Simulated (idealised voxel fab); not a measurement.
Proc. module: voxel wiring stack
This is section cut - it's 240 nm across, gridded in 5 nm square cells.
Square cells in a grid make up a cross-section in this document, and the grid is given as bands, listed from the top down, each one or more rows of cells. Heights first: top, then bottom, in nm. Then materials, left to right, each with a width in nm. "edge to edge" on a single material: fills the band edge to edge. "blank": empty space. Convention: height 0 is the level below which the wafer, as received, is all one material. The lowest band does not terminate at the bottom but continues downward, represented as "0..down". So if you see something like "30->40" for the width, read it as the top row of the band sitting at the first number and the bottom row at the second, with every row in between moving by the same amount as the last. "no modification" after a step means that no cell of the cross-section changed. Reported under the label "Closed-off voids" are the empty spaces having no open way to the top and comprising 8 cells or more; the notation for each is width x height at distance, in which the distance is measured from the left edge and all three values are in nm. It should be noted that, on the line of a given step, the content following the step's settings is a remark produced by the simulator itself with respect to that step. On any step carrying a mask, the "overlay nm" setting, if present on the step's line, tells how far right of its planned place the mask lay; negative values point to the left. Each of the pairs that make up the rest of this document says: here is the cross-section before one process step, here is the cross-section after it, drawn only down to the lowest band that changed, and here, under the pair, is the step lying between them with its settings. Different pairs may come from different runs of this module on the same starting wafer, so a pair continues from the pair above it only where its entry headed "Ex-ante state" says so.
Ex-ante state:
- 85..70 = resist: 60, blank: 25, resist: 20, blank: 25, resist: 20, blank: 25, resist: 65
- 70..55 = SiO2: 60, blank: 25, SiO2: 20, blank: 25, SiO2: 20, blank: 25, SiO2: 65
- 55..45 = SiO2: 60, blank: 15, SiO2: 75, blank: 15, SiO2: 75
- 45..40 = SiCN: 60, blank: 15, SiCN: 75, blank: 15, SiCN: 75
- 40..20 = SiO2: 60, W: 30, SiO2: 15, W: 30, SiO2: 15, W: 30, SiO2: 60
- 20..15 = SiO2: 60, TiN: 30, SiO2: 15, TiN: 30, SiO2: 15, TiN: 30, SiO2: 60
- 15..0 = SiO2 edge to edge
- 0..down = Si edge to edge
- Closed-off voids: none
Cut View, Post-Step:
- 70..55 = SiO2: 60, blank: 25, SiO2: 20, blank: 25, SiO2: 20, blank: 25, SiO2: 65
- below 55: unchanged
- Closed-off voids: none
In between the cross-sections above, the run called for STRIP,etch materials resist
Ex-ante state: the wafer arrives at this step looking as the after cross-section in the pair just above shows it.
Cut View, Post-Step:
- 75..70 = TiN: 65, blank: 15, TiN: 30, blank: 15, TiN: 30, blank: 15, TiN: 70
- 70..60 = SiO2: 60, TiN: 5, blank: 15, TiN: 5, SiO2: 20, TiN: 5, blank: 15, TiN: 5, SiO2: 20, TiN: 5, blank: 15, TiN: 5, SiO2: 65
- 60..55 = SiO2: 60, TiN: 5, blank: 5, TiN: 15, SiO2: 20, TiN: 25, SiO2: 20, TiN: 5, blank: 5, TiN: 15, SiO2: 65
- 55..45 = SiO2: 60, TiN: 5, blank: 5, TiN: 5, SiO2: 75, TiN: 5, blank: 5, TiN: 5, SiO2: 75
- 45..40 = SiCN: 60, TiN: 15, SiCN: 75, TiN: 15, SiCN: 75
- below 40: unchanged
- Closed-off voids: none
In between the cross-sections above, the run called for CONFORMAL_DEP,material TiN,thk nm 5
Ex-ante state: the wafer arrives at this step looking as the after cross-section in the pair just above shows it.
Cut View, Post-Step:
- 85..75 = Cu edge to edge
- 75..70 = TiN: 65, Cu: 15, TiN: 30, Cu: 15, TiN: 30, Cu: 15, TiN: 70
- 70..60 = SiO2: 60, TiN: 5, Cu: 15, TiN: 5, SiO2: 20, TiN: 5, Cu: 15, TiN: 5, SiO2: 20, TiN: 5, Cu: 15, TiN: 5, SiO2: 65
- 60..55 = SiO2: 60, TiN: 5, Cu: 5, TiN: 15, SiO2: 20, TiN: 25, SiO2: 20, TiN: 5, Cu: 5, TiN: 15, SiO2: 65
- 55..45 = SiO2: 60, TiN: 5, Cu: 5, TiN: 5, SiO2: 75, TiN: 5, Cu: 5, TiN: 5, SiO2: 75
- below 45: unchanged
- Closed-off voids: none
In between the cross-sections above, the run called for FILL_DEP,material Cu,thk nm 10
Ex-ante state: the wafer arrives at this step looking as the after cross-section in the pair just above shows it.
Cut View, Post-Step:
- 70..60 = SiO2: 60, TiN: 5, Cu: 15, TiN: 5, SiO2: 20, TiN: 5, Cu: 15, TiN: 5, SiO2: 20, TiN: 5, Cu: 15, TiN: 5, SiO2: 65
- below 60: unchanged
- Closed-off voids: none
In between the cross-sections above, the run called for CMP,height nm 70
Ex-ante state: the wafer arrives at this step looking as the after cross-section in the pair just above shows it.
Cut View, Post-Step:
- 75..70 = SiCN edge to edge
- below 70: unchanged
- Closed-off voids: none
In between the cross-sections above, the run called for CONFORMAL_DEP,material SiCN,thk nm 5
Ex-ante state: the wafer arrives at this step looking as the after cross-section in the pair just above shows it.
Cut View, Post-Step:
- 110..75 = SiO2 edge to edge
- below 75: unchanged
- Closed-off voids: none
In between the cross-sections above, the run called for DIRECTIONAL_DEP,material SiO2,thk nm 35
Ex-ante state: the wafer arrives at this step looking as the after cross-section in the pair just above shows it.
Cut View, Post-Step:
- 125..110 = aC edge to edge
- below 110: unchanged
- Closed-off voids: none
In between the cross-sections above, the run called for DIRECTIONAL_DEP,material aC,thk nm 15
Ex-ante state: the wafer arrives at this step looking as the after cross-section in the pair just above shows it.
Cut View, Post-Step:
- 160..125 = resist: 60, blank: 25, resist: 20, blank: 25, resist: 20, blank: 25, resist: 65
- below 125: unchanged
- Closed-off voids: none
In between the cross-sections above, the run called for PATTERN,tone open,mask id METAL_3,material resist,width nm 25,pitch nm 45,thk nm 35,overlay nm 0
Ex-ante state: the wafer arrives at this step looking as the after cross-section in the pair just above shows it.
Cut View, Post-Step:
- 145..125 = resist: 60, blank: 25, resist: 20, blank: 25, resist: 20, blank: 25, resist: 65
- 125..110 = aC: 60, blank: 25, aC: 20, blank: 25, aC: 20, blank: 25, aC: 65
- below 110: unchanged
- Closed-off voids: none
In between the cross-sections above, the run called for DIRECTIONAL_ETCH,etch materials aC,depth nm 15
Ex-ante state: the wafer arrives at this step looking as the after cross-section in the pair just above shows it.
Cut View, Post-Step:
- 125..110 = aC: 60, blank: 25, aC: 20, blank: 25, aC: 20, blank: 25, aC: 65
- below 110: unchanged
- Closed-off voids: none
In between the cross-sections above, the run called for STRIP,etch materials resist
Ex-ante state: the wafer arrives at this step looking as the after cross-section in the pair just above shows it.
Cut View, Post-Step:
- 125..110 = aC: 60, blank: 25, aC: 20, blank: 25, aC: 20, blank: 25, aC: 65
- 110..90 = SiO2: 60, blank: 25, SiO2: 20, blank: 25, SiO2: 20, blank: 25, SiO2: 65
- below 90: unchanged
- Closed-off voids: none
In between the cross-sections above, the run called for DIRECTIONAL_ETCH,etch materials SiO2,depth nm 20
Ex-ante state: the wafer arrives at this step looking as the after cross-section in the pair just above shows it.
Cut View, Post-Step:
- 110..90 = SiO2: 60, blank: 25, SiO2: 20, blank: 25, SiO2: 20, blank: 25, SiO2: 65
- below 90: unchanged
- Closed-off voids: none
In between the cross-sections above, the run called for STRIP,etch materials aC
Ex-ante state: the wafer arrives at this step looking as the after cross-section in the pair just above shows it.
Cut View, Post-Step:
- 130..110 = resist: 60, blank: 15, resist: 75, blank: 15, resist: 75
- 110..90 = SiO2: 60, blank: 15, resist: 10, SiO2: 20, resist: 25, SiO2: 20, blank: 15, resist: 10, SiO2: 65
- below 90: unchanged
- Closed-off voids: none
In between the cross-sections above, the run called for PATTERN,tone open,mask id METAL_3_HOLES,material resist,width nm 15,pitch nm 90,thk nm 20,overlay nm 0
Ex-ante state: the wafer arrives at this step looking as the after cross-section in the pair just above shows it.
Cut View, Post-Step:
- 130..110 = resist: 60, blank: 15, resist: 75, blank: 15, resist: 75
- 110..90 = SiO2: 60, blank: 15, resist: 10, SiO2: 20, resist: 25, SiO2: 20, blank: 15, resist: 10, SiO2: 65
- 90..75 = SiO2: 60, blank: 15, SiO2: 75, blank: 15, SiO2: 75
- below 75: unchanged
- Closed-off voids: none
In between the cross-sections above, the run called for DIRECTIONAL_ETCH,etch materials SiO2,depth nm 15
Ex-ante state: the wafer arrives at this step looking as the after cross-section in the pair just above shows it.
Cut View, Post-Step:
- 130..110 = resist: 60, blank: 15, resist: 75, blank: 15, resist: 75
- 110..90 = SiO2: 60, blank: 15, resist: 10, SiO2: 20, resist: 25, SiO2: 20, blank: 15, resist: 10, SiO2: 65
- 90..75 = SiO2: 60, blank: 15, SiO2: 75, blank: 15, SiO2: 75
- 75..70 = SiCN: 60, blank: 15, SiCN: 75, blank: 15, SiCN: 75
- below 70: unchanged
- Closed-off voids: none
In between the cross-sections above, the run called for DIRECTIONAL_ETCH,etch materials SiCN,depth nm 5
Ex-ante state: the wafer arrives at this step looking as the after cross-section in the pair just above shows it.
Cut View, Post-Step:
- 110..90 = SiO2: 60, blank: 25, SiO2: 20, blank: 25, SiO2: 20, blank: 25, SiO2: 65
- below 90: unchanged
- Closed-off voids: none
In between the cross-sections above, the run called for STRIP,etch materials resist
Ex-ante state: the wafer arrives at this step looking as the after cross-section in the pair just above shows it.
Cut View, Post-Step:
- 115..110 = TiN: 65, blank: 15, TiN: 30, blank: 15, TiN: 30, blank: 15, TiN: 70
- 110..95 = SiO2: 60, TiN: 5, blank: 15, TiN: 5, SiO2: 20, TiN: 5, blank: 15, TiN: 5, SiO2: 20, TiN: 5, blank: 15, TiN: 5, SiO2: 65
- 95..90 = SiO2: 60, TiN: 5, blank: 5, TiN: 15, SiO2: 20, TiN: 25, SiO2: 20, TiN: 5, blank: 5, TiN: 15, SiO2: 65
- 90..75 = SiO2: 60, TiN: 5, blank: 5, TiN: 5, SiO2: 75, TiN: 5, blank: 5, TiN: 5, SiO2: 75
- 75..70 = SiCN: 60, TiN: 15, SiCN: 75, TiN: 15, SiCN: 75
- below 70: unchanged
- Closed-off voids: none
In between the cross-sections above, the run called for CONFORMAL_DEP,material TiN,thk nm 5
Ex-ante state: the wafer arrives at this step looking as the after cross-section in the pair just above shows it.
Cut View, Post-Step:
- 125..115 = Ru edge to edge
- 115..110 = TiN: 65, Ru: 15, TiN: 30, Ru: 15, TiN: 30, Ru: 15, TiN: 70
- 110..95 = SiO2: 60, TiN: 5, Ru: 15, TiN: 5, SiO2: 20, TiN: 5, Ru: 15, TiN: 5, SiO2: 20, TiN: 5, Ru: 15, TiN: 5, SiO2: 65
- 95..90 = SiO2: 60, TiN: 5, Ru: 5, TiN: 15, SiO2: 20, TiN: 25, SiO2: 20, TiN: 5, Ru: 5, TiN: 15, SiO2: 65
- 90..75 = SiO2: 60, TiN: 5, Ru: 5, TiN: 5, SiO2: 75, TiN: 5, Ru: 5, TiN: 5, SiO2: 75
- below 75: unchanged
- Closed-off voids: none
In between the cross-sections above, the run called for FILL_DEP,material Ru,thk nm 10
Ex-ante state: the wafer arrives at this step looking as the after cross-section in the pair just above shows it.
Cut View, Post-Step:
- 110..95 = SiO2: 60, TiN: 5, Ru: 15, TiN: 5, SiO2: 20, TiN: 5, Ru: 15, TiN: 5, SiO2: 20, TiN: 5, Ru: 15, TiN: 5, SiO2: 65
- below 95: unchanged
- Closed-off voids: none
In between the cross-sections above, the run called for CMP,height nm 110
Ex-ante state: the wafer arrives at this step looking as the after cross-section in the pair just above shows it.
Cut View, Post-Step:
- 115..110 = SiCN edge to edge
- below 110: unchanged
- Closed-off voids: none
In between the cross-sections above, the run called for CONFORMAL_DEP,material SiCN,thk nm 5
Ex-ante state: the wafer arrives at this step looking as the after cross-section in the pair just above shows it.
Cut View, Post-Step:
- 140..115 = SiO2 edge to edge
- below 115: unchanged
- Closed-off voids: none
In between the cross-sections above, the run called for DIRECTIONAL_DEP,material SiO2,thk nm 25
Ex-ante state: the wafer arrives at this step looking as the after cross-section in the pair just above shows it.
Cut View, Post-Step:
- 155..140 = aC edge to edge
- below 140: unchanged
- Closed-off voids: none
In between the cross-sections above, the run called for DIRECTIONAL_DEP,material aC,thk nm 15
Ex-ante state: the wafer arrives at this step looking as the after cross-section in the pair just above shows it.
Cut View, Post-Step:
- 185..155 = resist: 60, blank: 25, resist: 20, blank: 25, resist: 20, blank: 25, resist: 65
- below 155: unchanged
- Closed-off voids: none
In between the cross-sections above, the run called for PATTERN,tone open,mask id METAL_4,material resist,width nm 25,pitch nm 45,thk nm 30,overlay nm 0
Ex-ante state: the wafer arrives at this step looking as the after cross-section in the pair just above shows it.
Cut View, Post-Step:
- 170..155 = resist: 60, blank: 25, resist: 20, blank: 25, resist: 20, blank: 25, resist: 65
- 155..140 = aC: 60, blank: 25, aC: 20, blank: 25, aC: 20, blank: 25, aC: 65
- below 140: unchanged
- Closed-off voids: none
In between the cross-sections above, the run called for DIRECTIONAL_ETCH,etch materials aC,depth nm 15
Ex-ante state: the wafer arrives at this step looking as the after cross-section in the pair just above shows it.
Cut View, Post-Step:
- 155..140 = aC: 60, blank: 25, aC: 20, blank: 25, aC: 20, blank: 25, aC: 65
- below 140: unchanged
- Closed-off voids: none
In between the cross-sections above, the run called for STRIP,etch materials resist
Ex-ante state: the wafer arrives at this step looking as the after cross-section in the pair just above shows it.
Cut View, Post-Step:
- 155..140 = aC: 60, blank: 25, aC: 20, blank: 25, aC: 20, blank: 25, aC: 65
- 140..125 = SiO2: 60, blank: 25, SiO2: 20, blank: 25, SiO2: 20, blank: 25, SiO2: 65
- below 125: unchanged
- Closed-off voids: none
In between the cross-sections above, the run called for DIRECTIONAL_ETCH,etch materials SiO2,depth nm 15
Ex-ante state: the wafer arrives at this step looking as the after cross-section in the pair just above shows it.
Cut View, Post-Step:
- 140..125 = SiO2: 60, blank: 25, SiO2: 20, blank: 25, SiO2: 20, blank: 25, SiO2: 65
- below 125: unchanged
- Closed-off voids: none
In between the cross-sections above, the run called for STRIP,etch materials aC
Ex-ante state: the wafer arrives at this step looking as the after cross-section in the pair just above shows it.
Cut View, Post-Step:
- 160..140 = resist: 60, blank: 15, resist: 75, blank: 15, resist: 75
- 140..125 = SiO2: 60, blank: 15, resist: 10, SiO2: 20, resist: 25, SiO2: 20, blank: 15, resist: 10, SiO2: 65
- below 125: unchanged
- Closed-off voids: none
In between the cross-sections above, the run called for PATTERN,tone open,mask id METAL_4_HOLES,material resist,width nm 15,pitch nm 90,thk nm 20,overlay nm 0
Ex-ante state: the wafer arrives at this step looking as the after cross-section in the pair just above shows it.
Cut View, Post-Step:
- 160..140 = resist: 60, blank: 15, resist: 75, blank: 15, resist: 75
- 140..125 = SiO2: 60, blank: 15, resist: 10, SiO2: 20, resist: 25, SiO2: 20, blank: 15, resist: 10, SiO2: 65
- 125..115 = SiO2: 60, blank: 15, SiO2: 75, blank: 15, SiO2: 75
- below 115: unchanged
- Closed-off voids: none
In between the cross-sections above, the run called for DIRECTIONAL_ETCH,etch materials SiO2,depth nm 10
Ex-ante state: the wafer arrives at this step looking as the after cross-section in the pair just above shows it.
Cut View, Post-Step:
- 160..140 = resist: 60, blank: 15, resist: 75, blank: 15, resist: 75
- 140..125 = SiO2: 60, blank: 15, resist: 10, SiO2: 20, resist: 25, SiO2: 20, blank: 15, resist: 10, SiO2: 65
- 125..115 = SiO2: 60, blank: 15, SiO2: 75, blank: 15, SiO2: 75
- 115..110 = SiCN: 60, blank: 15, SiCN: 75, blank: 15, SiCN: 75
- below 110: unchanged
- Closed-off voids: none
In between the cross-sections above, the run called for DIRECTIONAL_ETCH,etch materials SiCN,depth nm 5
Ex-ante state: the wafer arrives at this step looking as the after cross-section in the pair just above shows it.
Cut View, Post-Step:
- 140..125 = SiO2: 60, blank: 25, SiO2: 20, blank: 25, SiO2: 20, blank: 25, SiO2: 65
- below 125: unchanged
- Closed-off voids: none
In between the cross-sections above, the run called for STRIP,etch materials resist
Ex-ante state: the wafer arrives at this step looking as the after cross-section in the pair just above shows it.
Cut View, Post-Step:
- 145..140 = TiN: 65, blank: 15, TiN: 30, blank: 15, TiN: 30, blank: 15, TiN: 70
- 140..130 = SiO2: 60, TiN: 5, blank: 15, TiN: 5, SiO2: 20, TiN: 5, blank: 15, TiN: 5, SiO2: 20, TiN: 5, blank: 15, TiN: 5, SiO2: 65
- 130..125 = SiO2: 60, TiN: 5, blank: 5, TiN: 15, SiO2: 20, TiN: 25, SiO2: 20, TiN: 5, blank: 5, TiN: 15, SiO2: 65
- 125..115 = SiO2: 60, TiN: 5, blank: 5, TiN: 5, SiO2: 75, TiN: 5, blank: 5, TiN: 5, SiO2: 75
- 115..110 = SiCN: 60, TiN: 15, SiCN: 75, TiN: 15, SiCN: 75
- below 110: unchanged
- Closed-off voids: none
In between the cross-sections above, the run called for CONFORMAL_DEP,material TiN,thk nm 5
Ex-ante state: the wafer arrives at this step looking as the after cross-section in the pair just above shows it.
Cut View, Post-Step:
- 155..145 = Cu edge to edge
- 145..140 = TiN: 65, Cu: 15, TiN: 30, Cu: 15, TiN: 30, Cu: 15, TiN: 70
- 140..130 = SiO2: 60, TiN: 5, Cu: 15, TiN: 5, SiO2: 20, TiN: 5, Cu: 15, TiN: 5, SiO2: 20, TiN: 5, Cu: 15, TiN: 5, SiO2: 65
- 130..125 = SiO2: 60, TiN: 5, Cu: 5, TiN: 15, SiO2: 20, TiN: 25, SiO2: 20, TiN: 5, Cu: 5, TiN: 15, SiO2: 65
- 125..115 = SiO2: 60, TiN: 5, Cu: 5, TiN: 5, SiO2: 75, TiN: 5, Cu: 5, TiN: 5, SiO2: 75
- below 115: unchanged
- Closed-off voids: none
In between the cross-sections above, the run called for FILL_DEP,material Cu,thk nm 10
Ex-ante state: the wafer arrives at this step looking as the after cross-section in the pair just above shows it.
Cut View, Post-Step:
- 140..130 = SiO2: 60, TiN: 5, Cu: 15, TiN: 5, SiO2: 20, TiN: 5, Cu: 15, TiN: 5, SiO2: 20, TiN: 5, Cu: 15, TiN: 5, SiO2: 65
- below 130: unchanged
- Closed-off voids: none
In between the cross-sections above, the run called for CMP,height nm 140
Ex-ante state: the wafer arrives at this step looking as the after cross-section in the pair just above shows it.
Cut View, Post-Step:
- 145..140 = SiN edge to edge
- below 140: unchanged
- Closed-off voids: none
In between the cross-sections above, the run called for CONFORMAL_DEP,material SiN,thk nm 5
Ex-ante state:
- 125..110 = aC edge to edge
- 110..75 = SiO2 edge to edge
- 75..70 = SiCN edge to edge
- 70..60 = SiO2: 60, TiN: 5, Cu: 15, TiN: 5, SiO2: 20, TiN: 5, Cu: 15, TiN: 5, SiO2: 20, TiN: 5, Cu: 15, TiN: 5, SiO2: 65
- 60..55 = SiO2: 60, TiN: 5, Cu: 5, TiN: 15, SiO2: 20, TiN: 25, SiO2: 20, TiN: 5, Cu: 5, TiN: 15, SiO2: 65
- 55..45 = SiO2: 60, TiN: 5, Cu: 5, TiN: 5, SiO2: 75, TiN: 5, Cu: 5, TiN: 5, SiO2: 75
- 45..40 = SiCN: 60, TiN: 15, SiCN: 75, TiN: 15, SiCN: 75
- 40..20 = SiO2: 60, W: 25, SiO2: 20, W: 25, SiO2: 20, W: 25, SiO2: 65
- 20..15 = SiO2: 60, TiN: 25, SiO2: 20, TiN: 25, SiO2: 20, TiN: 25, SiO2: 65
- 15..0 = SiO2 edge to edge
- 0..down = Si edge to edge
- Closed-off voids: none
Cut View, Post-Step:
- 160..125 = resist: 70, blank: 25, resist: 20, blank: 25, resist: 20, blank: 25, resist: 55
- below 125: unchanged
- Closed-off voids: none
In between the cross-sections above, the run called for PATTERN,tone open,mask id METAL_3,material resist,width nm 25,pitch nm 45,thk nm 35,overlay nm 10
Ex-ante state: the wafer arrives at this step looking as the after cross-section in the pair just above shows it.
Cut View, Post-Step:
- 145..125 = resist: 70, blank: 25, resist: 20, blank: 25, resist: 20, blank: 25, resist: 55
- 125..110 = aC: 70, blank: 25, aC: 20, blank: 25, aC: 20, blank: 25, aC: 55
- below 110: unchanged
- Closed-off voids: none
In between the cross-sections above, the run called for DIRECTIONAL_ETCH,etch materials aC,depth nm 15
Ex-ante state: the wafer arrives at this step looking as the after cross-section in the pair just above shows it.
Cut View, Post-Step:
- 125..110 = aC: 70, blank: 25, aC: 20, blank: 25, aC: 20, blank: 25, aC: 55
- below 110: unchanged
- Closed-off voids: none
In between the cross-sections above, the run called for STRIP,etch materials resist
Ex-ante state: the wafer arrives at this step looking as the after cross-section in the pair just above shows it.
Cut View, Post-Step:
- 125..110 = aC: 70, blank: 25, aC: 20, blank: 25, aC: 20, blank: 25, aC: 55
- 110..90 = SiO2: 70, blank: 25, SiO2: 20, blank: 25, SiO2: 20, blank: 25, SiO2: 55
- below 90: unchanged
- Closed-off voids: none
In between the cross-sections above, the run called for DIRECTIONAL_ETCH,etch materials SiO2,depth nm 20
Ex-ante state: the wafer arrives at this step looking as the after cross-section in the pair just above shows it.
Cut View, Post-Step:
- 110..90 = SiO2: 70, blank: 25, SiO2: 20, blank: 25, SiO2: 20, blank: 25, SiO2: 55
- below 90: unchanged
- Closed-off voids: none
In between the cross-sections above, the run called for STRIP,etch materials aC
Ex-ante state: the wafer arrives at this step looking as the after cross-section in the pair just above shows it.
Cut View, Post-Step:
- 130..110 = resist: 60, blank: 15, resist: 75, blank: 15, resist: 75
- 110..90 = SiO2: 70, blank: 5, resist: 20, SiO2: 20, resist: 25, SiO2: 20, blank: 5, resist: 20, SiO2: 55
- below 90: unchanged
- Closed-off voids: none
In between the cross-sections above, the run called for PATTERN,tone open,mask id METAL_3_HOLES,material resist,width nm 15,pitch nm 90,thk nm 20,overlay nm 0
Ex-ante state: the wafer arrives at this step looking as the after cross-section in the pair just above shows it.
Cut View, Post-Step:
- 130..110 = resist: 60, blank: 15, resist: 75, blank: 15, resist: 75
- 110..95 = SiO2: 60, blank: 15, resist: 20, SiO2: 20, resist: 25, SiO2: 10, blank: 15, resist: 20, SiO2: 55
- 95..90 = SiO2: 70, blank: 5, resist: 20, SiO2: 20, resist: 25, SiO2: 20, blank: 5, resist: 20, SiO2: 55
- 90..75 = SiO2: 70, blank: 5, SiO2: 85, blank: 5, SiO2: 75
- below 75: unchanged
- Closed-off voids: none
In between the cross-sections above, the run called for DIRECTIONAL_ETCH,etch materials SiO2,depth nm 15
Ex-ante state: the wafer arrives at this step looking as the after cross-section in the pair just above shows it.
Cut View, Post-Step:
- 130..110 = resist: 60, blank: 15, resist: 75, blank: 15, resist: 75
- 110..95 = SiO2: 60, blank: 15, resist: 20, SiO2: 20, resist: 25, SiO2: 10, blank: 15, resist: 20, SiO2: 55
- 95..90 = SiO2: 70, blank: 5, resist: 20, SiO2: 20, resist: 25, SiO2: 20, blank: 5, resist: 20, SiO2: 55
- 90..75 = SiO2: 70, blank: 5, SiO2: 85, blank: 5, SiO2: 75
- 75..70 = SiCN: 70, blank: 5, SiCN: 85, blank: 5, SiCN: 75
- below 70: unchanged
- Closed-off voids: none
In between the cross-sections above, the run called for DIRECTIONAL_ETCH,etch materials SiCN,depth nm 5
Ex-ante state: the wafer arrives at this step looking as the after cross-section in the pair just above shows it.
Cut View, Post-Step:
- 110..95 = SiO2: 60, blank: 35, SiO2: 20, blank: 25, SiO2: 10, blank: 35, SiO2: 55
- 95..90 = SiO2: 70, blank: 25, SiO2: 20, blank: 25, SiO2: 20, blank: 25, SiO2: 55
- below 90: unchanged
- Closed-off voids: none
In between the cross-sections above, the run called for STRIP,etch materials resist
Ex-ante state: the wafer arrives at this step looking as the after cross-section in the pair just above shows it.
Cut View, Post-Step:
- 115..110 = TiN: 65, blank: 25, TiN: 30, blank: 15, TiN: 20, blank: 25, TiN: 60
- 110..100 = SiO2: 60, TiN: 5, blank: 25, TiN: 5, SiO2: 20, TiN: 5, blank: 15, TiN: 5, SiO2: 10, TiN: 5, blank: 25, TiN: 5, SiO2: 55
- 100..95 = SiO2: 60, TiN: 15, blank: 15, TiN: 5, SiO2: 20, TiN: 5, blank: 15, TiN: 5, SiO2: 10, TiN: 15, blank: 15, TiN: 5, SiO2: 55
- 95..90 = SiO2: 70, TiN: 25, SiO2: 20, TiN: 25, SiO2: 20, TiN: 25, SiO2: 55
- 90..75 = SiO2: 70, TiN: 5, SiO2: 85, TiN: 5, SiO2: 75
- 75..70 = SiCN: 70, TiN: 5, SiCN: 85, TiN: 5, SiCN: 75
- below 70: unchanged
- Closed-off voids: none
In between the cross-sections above, the run called for CONFORMAL_DEP,material TiN,thk nm 5
Ex-ante state: the wafer arrives at this step looking as the after cross-section in the pair just above shows it.
Cut View, Post-Step:
- 125..115 = Ru edge to edge
- 115..110 = TiN: 65, Ru: 25, TiN: 30, Ru: 15, TiN: 20, Ru: 25, TiN: 60
- 110..100 = SiO2: 60, TiN: 5, Ru: 25, TiN: 5, SiO2: 20, TiN: 5, Ru: 15, TiN: 5, SiO2: 10, TiN: 5, Ru: 25, TiN: 5, SiO2: 55
- 100..95 = SiO2: 60, TiN: 15, Ru: 15, TiN: 5, SiO2: 20, TiN: 5, Ru: 15, TiN: 5, SiO2: 10, TiN: 15, Ru: 15, TiN: 5, SiO2: 55
- below 95: unchanged
- Closed-off voids: none
In between the cross-sections above, the run called for FILL_DEP,material Ru,thk nm 10
Ex-ante state: the wafer arrives at this step looking as the after cross-section in the pair just above shows it.
Cut View, Post-Step:
- 110..100 = SiO2: 60, TiN: 5, Ru: 25, TiN: 5, SiO2: 20, TiN: 5, Ru: 15, TiN: 5, SiO2: 10, TiN: 5, Ru: 25, TiN: 5, SiO2: 55
- below 100: unchanged
- Closed-off voids: none
In between the cross-sections above, the run called for CMP,height nm 110
Ex-ante state: the wafer arrives at this step looking as the after cross-section in the pair just above shows it.
Cut View, Post-Step:
- 115..110 = SiCN edge to edge
- below 110: unchanged
- Closed-off voids: none
In between the cross-sections above, the run called for CONFORMAL_DEP,material SiCN,thk nm 5
Ex-ante state: the wafer arrives at this step looking as the after cross-section in the pair just above shows it.
Cut View, Post-Step:
- 140..115 = SiO2 edge to edge
- below 115: unchanged
- Closed-off voids: none
In between the cross-sections above, the run called for DIRECTIONAL_DEP,material SiO2,thk nm 25
Ex-ante state: the wafer arrives at this step looking as the after cross-section in the pair just above shows it.
Cut View, Post-Step:
- 155..140 = aC edge to edge
- below 140: unchanged
- Closed-off voids: none
In between the cross-sections above, the run called for DIRECTIONAL_DEP,material aC,thk nm 15
Ex-ante state: the wafer arrives at this step looking as the after cross-section in the pair just above shows it.
Cut View, Post-Step:
- 185..155 = resist: 60, blank: 25, resist: 20, blank: 25, resist: 20, blank: 25, resist: 65
- below 155: unchanged
- Closed-off voids: none
In between the cross-sections above, the run called for PATTERN,tone open,mask id METAL_4,material resist,width nm 25,pitch nm 45,thk nm 30,overlay nm 0
Ex-ante state: the wafer arrives at this step looking as the after cross-section in the pair just above shows it.
Cut View, Post-Step:
- 170..155 = resist: 60, blank: 25, resist: 20, blank: 25, resist: 20, blank: 25, resist: 65
- 155..140 = aC: 60, blank: 25, aC: 20, blank: 25, aC: 20, blank: 25, aC: 65
- below 140: unchanged
- Closed-off voids: none
In between the cross-sections above, the run called for DIRECTIONAL_ETCH,etch materials aC,depth nm 15
Ex-ante state: the wafer arrives at this step looking as the after cross-section in the pair just above shows it.
Cut View, Post-Step:
- 155..140 = aC: 60, blank: 25, aC: 20, blank: 25, aC: 20, blank: 25, aC: 65
- below 140: unchanged
- Closed-off voids: none
In between the cross-sections above, the run called for STRIP,etch materials resist
Ex-ante state: the wafer arrives at this step looking as the after cross-section in the pair just above shows it.
Cut View, Post-Step:
- 155..140 = aC: 60, blank: 25, aC: 20, blank: 25, aC: 20, blank: 25, aC: 65
- 140..125 = SiO2: 60, blank: 25, SiO2: 20, blank: 25, SiO2: 20, blank: 25, SiO2: 65
- below 125: unchanged
- Closed-off voids: none
In between the cross-sections above, the run called for DIRECTIONAL_ETCH,etch materials SiO2,depth nm 15
Ex-ante state: the wafer arrives at this step looking as the after cross-section in the pair just above shows it.
Cut View, Post-Step:
- 140..125 = SiO2: 60, blank: 25, SiO2: 20, blank: 25, SiO2: 20, blank: 25, SiO2: 65
- below 125: unchanged
- Closed-off voids: none
In between the cross-sections above, the run called for STRIP,etch materials aC
Ex-ante state: the wafer arrives at this step looking as the after cross-section in the pair just above shows it.
Cut View, Post-Step:
- 160..140 = resist: 60, blank: 15, resist: 75, blank: 15, resist: 75
- 140..125 = SiO2: 60, blank: 15, resist: 10, SiO2: 20, resist: 25, SiO2: 20, blank: 15, resist: 10, SiO2: 65
- below 125: unchanged
- Closed-off voids: none
In between the cross-sections above, the run called for PATTERN,tone open,mask id METAL_4_HOLES,material resist,width nm 15,pitch nm 90,thk nm 20,overlay nm 0
Ex-ante state: the wafer arrives at this step looking as the after cross-section in the pair just above shows it.
Cut View, Post-Step:
- 160..140 = resist: 60, blank: 15, resist: 75, blank: 15, resist: 75
- 140..125 = SiO2: 60, blank: 15, resist: 10, SiO2: 20, resist: 25, SiO2: 20, blank: 15, resist: 10, SiO2: 65
- 125..115 = SiO2: 60, blank: 15, SiO2: 75, blank: 15, SiO2: 75
- below 115: unchanged
- Closed-off voids: none
In between the cross-sections above, the run called for DIRECTIONAL_ETCH,etch materials SiO2,depth nm 10
Ex-ante state: the wafer arrives at this step looking as the after cross-section in the pair just above shows it.
Cut View, Post-Step:
- 160..140 = resist: 60, blank: 15, resist: 75, blank: 15, resist: 75
- 140..125 = SiO2: 60, blank: 15, resist: 10, SiO2: 20, resist: 25, SiO2: 20, blank: 15, resist: 10, SiO2: 65
- 125..115 = SiO2: 60, blank: 15, SiO2: 75, blank: 15, SiO2: 75
- 115..110 = SiCN: 60, blank: 15, SiCN: 75, blank: 15, SiCN: 75
- below 110: unchanged
- Closed-off voids: none
In between the cross-sections above, the run called for DIRECTIONAL_ETCH,etch materials SiCN,depth nm 5
Ex-ante state: the wafer arrives at this step looking as the after cross-section in the pair just above shows it.
Cut View, Post-Step:
- 140..125 = SiO2: 60, blank: 25, SiO2: 20, blank: 25, SiO2: 20, blank: 25, SiO2: 65
- below 125: unchanged
- Closed-off voids: none
In between the cross-sections above, the run called for STRIP,etch materials resist
